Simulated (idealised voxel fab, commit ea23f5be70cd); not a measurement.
Proc. module: voxel self aligned vias
Xsec cut, 215 nm wide, square cell size 5 nm.
Throughout this document, each cross-section is represented as a grid of square cells and is presented as a sequence of bands enumerated from the top downward, where a band comprises one or more rows of cells.
Top, bottom (nm), then materials left to right with widths (nm); lone material tagged "all across" fills the whole band edge to edge; "empty" = empty space.
Below 0: as-received wafer, all one material; heights counted from there. Lowest band: no bottom, goes on down, written "0 and below".
Graded width ("30..40"): value in top row of band = first number; value in bottom row = second number; row-to-row change constant.
When a step is marked "remained unchanged", none of the cells in the cross-section changed during that step.
What "Trapped void list" gives you is every empty space of 8 cells or more that is cut off from the top. Each appears as width x height at distance, with the distance taken from the left edge and width, height and distance all in nm.
What comes after the settings on a step's line is commentary from the simulator itself on that step.
overlay nm: mask right of planned place by this much (step with mask). Neg. = left.

[This section lists the process steps that were planned]
1 RECEIVE (material Si)
2 CONFORMAL_DEP (material SiO2; thk nm 10)
3 CONFORMAL_DEP (material SiCN; thk nm 5)
4 DIRECTIONAL_DEP (material lowk; thk nm 25)
5 PATTERN (tone open; mask id LINES; material resist; width nm 25; pitch nm 55; thk nm 20; overlay nm 0)
6 DIRECTIONAL_ETCH (etch materials lowk; depth nm 25)
7 STRIP (etch materials resist)
8 CONFORMAL_DEP (material TiN; thk nm 5)
9 FILL_DEP (material W; thk nm 10)
10 CMP (height nm 40)
11 SELECTIVE_ETCH (etch materials W Ru TiN; depth nm 5)
12 FILL_DEP (material SiN; thk nm 5)
13 CMP (height nm 40)
14 DIRECTIONAL_DEP (material lowk; thk nm 20)
15 MASKED_ETCH (tone open; mask id VIAS; width nm 35; pitch nm 110; etch materials lowk; depth nm 20; overlay nm 0)
16 MASKED_ETCH (tone open; mask id VIAS; width nm 35; pitch nm 110; etch materials SiN; depth nm 5; overlay nm -15)
17 CONFORMAL_DEP (material TiN; thk nm 5)
18 FILL_DEP (material W; thk nm 10)
19 CMP (height nm 60)
20 CONFORMAL_DEP (material SiN; thk nm 5)
The wafers are alike at the start. At step 16, their overlay nm differs. The plan lists the first wafer's value.

[Here's the first of the wafers in cross-section, just as we got it, i.e. after step 1]
    0 and below  Si all across
    Trapped void list: none

[Below, a row for every wafer. Read it as the end-of-module picture: for each material the wafer shows its cells gained (+) or lost (-) since it was received, and then its closed voids]
overlay nm -15 | +43 SiCN | +52 SiN | +86 SiO2 | +63 TiN | +59 W | +256 lowk | Trapped void list: none
overlay nm -10 | +43 SiCN | +50 SiN | +86 SiO2 | +63 TiN | +61 W | +256 lowk | Trapped void list: none
overlay nm -5 | +43 SiCN | +48 SiN | +86 SiO2 | +63 TiN | +63 W | +256 lowk | Trapped void list: none
overlay nm 0 | +43 SiCN | +48 SiN | +86 SiO2 | +63 TiN | +63 W | +256 lowk | Trapped void list: none
overlay nm 5 | +43 SiCN | +48 SiN | +86 SiO2 | +63 TiN | +63 W | +256 lowk | Trapped void list: none
overlay nm 10 | +43 SiCN | +50 SiN | +86 SiO2 | +63 TiN | +61 W | +256 lowk | Trapped void list: none
overlay nm 15 | +43 SiCN | +52 SiN | +86 SiO2 | +63 TiN | +59 W | +256 lowk | Trapped void list: none
